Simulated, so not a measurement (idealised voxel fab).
process module | voxel plated lines
Cross-sectional view cut (width: 265 nm; square cell size: 5 nm).
Format of a cross-section: grid, square cells. Given as bands. Order: top down. Band: one or more rows of cells. This entry defines a band. It first specifies the height of the band's top and the height of its bottom in nm, and then specifies the band's materials from left to right, stating each material with its width in nm. The word "everywhere" identifies a single material that fills the band from edge to edge, while the word "empty" identifies empty space. Zero point of the height axis is 0; under it, received wafer = one material. Lowest band: continues down indefinitely, "0 and below". So if you see something like "30..40" for the width, read it as the top row of the band sitting at the first number and the bottom row at the second, with every row in between moving by the same amount as the last. Any step labelled "stayed the same" changed none of the cells in the cross-section. The entry "Enclosed internal voids" lists the empty spaces that cover at least 8 cells and have no open path to the top. Each is written as width x height at distance, where the distance is measured from the left edge and all three values are in nm. Past the settings on a step's line: simulator remark, on that step. You can add "overlay nm" to a step's line. For a step with a mask, it describes how far the mask lay to the right of its planned position, and a negative number describes a lay to the left.
HERE'S WHAT THE PLANNED PROCESS STEPS LOOK LIKE
- 1: RECEIVE [material Si]
- 2: CONFORMAL_DEP [material Al2O3] [thk nm 10]
- 3: DIRECTIONAL_DEP [material TiN] [thk nm 5]
- 4: PATTERN [tone open] [mask id LINES] [material resist] [width nm 15] [pitch nm 35] [thk nm 20] [overlay nm 0]
- 5: EPI [material Ru] [thk nm 5]
- 6: STRIP [etch materials resist]
- 7: DIRECTIONAL_ETCH [etch materials TiN] [depth nm 5]
- 8: CONFORMAL_DEP [material SiN] [thk nm 10]
AS RECEIVED (POST STEP 1): CROSS-SECTION
  0 and below: Si everywhere
  Enclosed internal voids: none
HERE'S THE WAFER CUT IN CROSS-SECTION AFTER THE MODULE, STARTED AND PLANNED JUST LIKE ABOVE, EXCEPT ONE THING WAS DONE WRONG IN THE RUN
  20 down to 15: 90 of empty, 15 of Ru, 20 of empty, 15 of Ru, 20 of empty, 15 of Ru, 90 of empty
  15 down to 10: 90 of empty, 15 of TiN, 20 of empty, 15 of TiN, 20 of empty, 15 of TiN, 90 of empty
  10 down to 0: Al2O3 everywhere
  0 and below: Si everywhere
  Enclosed internal voids: none
The plan and the run diverged here: plan step 8 was not performed, having been skipped
